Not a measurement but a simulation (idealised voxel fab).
Process module name: voxel self aligned vias
The figure presents cross-section cut, which has a width of 210 nm and is divided into square cells with an edge length of 5 nm.
Cross-section layout: square cells on a grid; listed as bands, top to bottom; a band spans one or more cell rows.
The band entry comprises the height of the band's top followed by the height of its bottom, expressed in nm, and subsequently the band's materials from left to right, each stated together with its width in nm. Where a single material is marked with the word "all across", that material fills the band from edge to edge. The word "blank" represents empty space.
Convention: height 0 is the level below which the wafer, as received, is all one material. The lowest band does not terminate at the bottom but continues downward, represented as "z 0 and below".
You'd read "30..40" like this: the band's top row of cells is as wide as the first number, its bottom row is as wide as the second, and going down, every row changes width by the same amount as the row before did.
The cross-section has no changed cell in any step marked "nothing changed".
In "Closed cavities" the enclosed voids are listed, meaning empty spaces of 8 cells or larger without any opening to the top. The form is width x height at distance, distance from the left edge, units nm.
after a step's settings: what the simulator itself notes on the step
Steps that use a mask can have "overlay nm" on their line. It says how far the mask sat to the right of where it was meant to be. Negative means to the left.

Below is the list of planned process steps
- 1: RECEIVE with material Si
- 2: CONFORMAL_DEP with material SiO2, thk nm 10
- 3: CONFORMAL_DEP with material SiCN, thk nm 5
- 4: DIRECTIONAL_DEP with material SiO2, thk nm 30
- 5: PATTERN with tone open, mask id LINES, material resist, width nm 20, pitch nm 65, thk nm 15, overlay nm 0
- 6: DIRECTIONAL_ETCH with etch materials SiO2, depth nm 30
- 7: STRIP with etch materials resist
- 8: CONFORMAL_DEP with material TiN, thk nm 5
- 9: FILL_DEP with material W, thk nm 5
- 10: CMP with height nm 45
- 11: SELECTIVE_ETCH with etch materials W Ru TiN, depth nm 5
- 12: FILL_DEP with material SiN, thk nm 5
- 13: CMP with height nm 45
- 14: DIRECTIONAL_DEP with material SiO2, thk nm 20
- 15: DIRECTIONAL_DEP with material aC, thk nm 10
- 16: PATTERN with tone open, mask id VIAS, material resist, width nm 40, pitch nm 130, thk nm 30, overlay nm 0
- 17: DIRECTIONAL_ETCH with etch materials aC, depth nm 10
- 18: STRIP with etch materials resist
- 19: DIRECTIONAL_ETCH with etch materials SiO2, depth nm 20
- 20: DIRECTIONAL_ETCH with etch materials SiN, depth nm 5
- 21: STRIP with etch materials aC
- 22: CONFORMAL_DEP with material TiN, thk nm 5
- 23: FILL_DEP with material Cu, thk nm 5
- 24: CMP with height nm 65
- 25: CONFORMAL_DEP with material SiCN, thk nm 5

as received, after step 1
- z 0 and below: Si all across
- Closed cavities: none

Sectioned view, first of two wafers, at the close of the module, processed as intended in the plan
- z 70 to 65: SiCN all across
- z 65 to 50: SiO2 20, then TiN 5, then Cu 30, then TiN 5, then SiO2 90, then TiN 5, then Cu 30, then TiN 5, then SiO2 20
- z 50 to 45: SiO2 20, then TiN 15, then Cu 10, then TiN 15, then SiO2 90, then TiN 15, then Cu 10, then TiN 15, then SiO2 20
- z 45 to 40: SiO2 30, then TiN 20, then SiO2 45, then SiN 20, then SiO2 45, then TiN 20, then SiO2 30
- z 40 to 20: SiO2 30, then TiN 5, then W 10, then TiN 5, then SiO2 45, then TiN 5, then W 10, then TiN 5, then SiO2 45, then TiN 5, then W 10, then TiN 5, then SiO2 30
- z 20 to 15: SiO2 30, then TiN 20, then SiO2 45, then TiN 20, then SiO2 45, then TiN 20, then SiO2 30
- z 15 to 10: SiCN all across
- z 10 to 0: SiO2 all across
- z 0 and below: Si all across
- Closed cavities: none

So this is wafer number two of the two, cut at the end of the module - it started where the first did and had the same plan, we just got one thing wrong running it
- z 70 to 65: SiCN all across
- z 65 to 45: SiO2 20, then TiN 5, then Cu 30, then TiN 5, then SiO2 90, then TiN 5, then Cu 30, then TiN 5, then SiO2 20
- z 45 to 40: SiN 20, then TiN 40, then SiN 90, then TiN 40, then SiN 20
- z 40 to 20: SiO2 30, then TiN 5, then W 10, then TiN 5, then SiO2 45, then TiN 5, then W 10, then TiN 5, then SiO2 45, then TiN 5, then W 10, then TiN 5, then SiO2 30
- z 20 to 15: SiO2 30, then TiN 20, then SiO2 45, then TiN 20, then SiO2 45, then TiN 20, then SiO2 30
- z 15 to 10: SiCN all across
- z 10 to 0: SiO2 all across
- z 0 and below: Si all across
- Closed cavities: none
It is concluded that the wafer was processed incorrectly with respect to the plan, in that step 4: run off-plan, actual operation and settings DIRECTIONAL_DEP with material SiO2, thk nm 25
Wafer comparison, final, in cells, second relative to first, materials more or fewer: Cu +8 | SiN +22 | SiO2 -30
